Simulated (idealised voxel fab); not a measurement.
process module | voxel fin reveal
cross-section cut | 250 nm wide | cells 5 nm
A cross-section is a grid of square cells, given in bands from the top down. A band is one or more rows of cells.
Each band's line starts with the height of the band's top and of its bottom, in nm. Then come its materials from left to right, each with its width in nm. One material with "throughout" fills the band from edge to edge. "air" is empty space.
Height 0 is the level under which the wafer as received is all one material. The lowest band goes on downwards, as in "0 down".
A width such as "30 to 40" changes by the same amount from each row of cells to the next, from the band's top row to its bottom row.
"no change" after a step means that no cell of the cross-section changed.
closed voids: empty space of 8 cells or more with no open way to the top, each as width x height at its distance from the left edge, in nm
after a step's settings: what the simulator itself notes on the step
overlay nm, on a step with a mask: how far to the right of its planned place the mask lay; to the left if negative
plan
1 op RECEIVE | material Si
2 op CONFORMAL_DEP | material SiN | thk nm 5
3 op DIRECTIONAL_DEP | material aC | thk nm 15
4 op PATTERN | tone cover | mask id FINS | material resist | width nm 15 | pitch nm 40 | thk nm 35 | overlay nm 0
5 op DIRECTIONAL_ETCH | etch materials aC | depth nm 15
6 op STRIP | etch materials resist
7 op DIRECTIONAL_ETCH | etch materials SiN | depth nm 10
8 op DIRECTIONAL_ETCH | etch materials Si | depth nm 30
9 op STRIP | etch materials aC
10 op OXIDIZE | depth nm 5
11 op FILL_DEP | material SiO2 | thk nm 5
12 op CMP | height nm 10
13 op SELECTIVE_ETCH | etch materials SiO2 | depth nm 30
14 op STRIP | etch materials SiN
15 op CONFORMAL_DEP | material SiO2 | thk nm 5
varied across the wafers: thk nm of step 2. The plan shows the first wafer's value. All wafers start alike
first wafer as received, after step 1
  0 down: Si throughout
  closed voids: none
first wafer at the end, after step 15
  5 to 0: air 75 | SiO2 15 | air 25 | SiO2 15 | air 25 | SiO2 15 | air 80
  0 to -15: air 75 | SiO2 5 | Si 5 | SiO2 5 | air 25 | SiO2 5 | Si 5 | SiO2 5 | air 25 | SiO2 5 | Si 5 | SiO2 5 | air 80
  -15 to -35: SiO2 80 | Si 5 | SiO2 35 | Si 5 | SiO2 35 | Si 5 | SiO2 85
  -35 down: Si throughout
  closed voids: none
last wafer at the end
  5 to 0: SiO2 throughout
  0 down: Si throughout
  closed voids: none
each wafer at the end: cells of each material gained (+) or lost (-) since it was received, then its closed voids
thk nm 5 | -329 Si | +215 SiO2 | closed voids: none
thk nm 10 | -329 Si | +215 SiO2 | closed voids: none
thk nm 15 | +50 SiO2 | closed voids: none
thk nm 20 | +50 SiO2 | closed voids: none
thk nm 25 | +50 SiO2 | closed voids: none
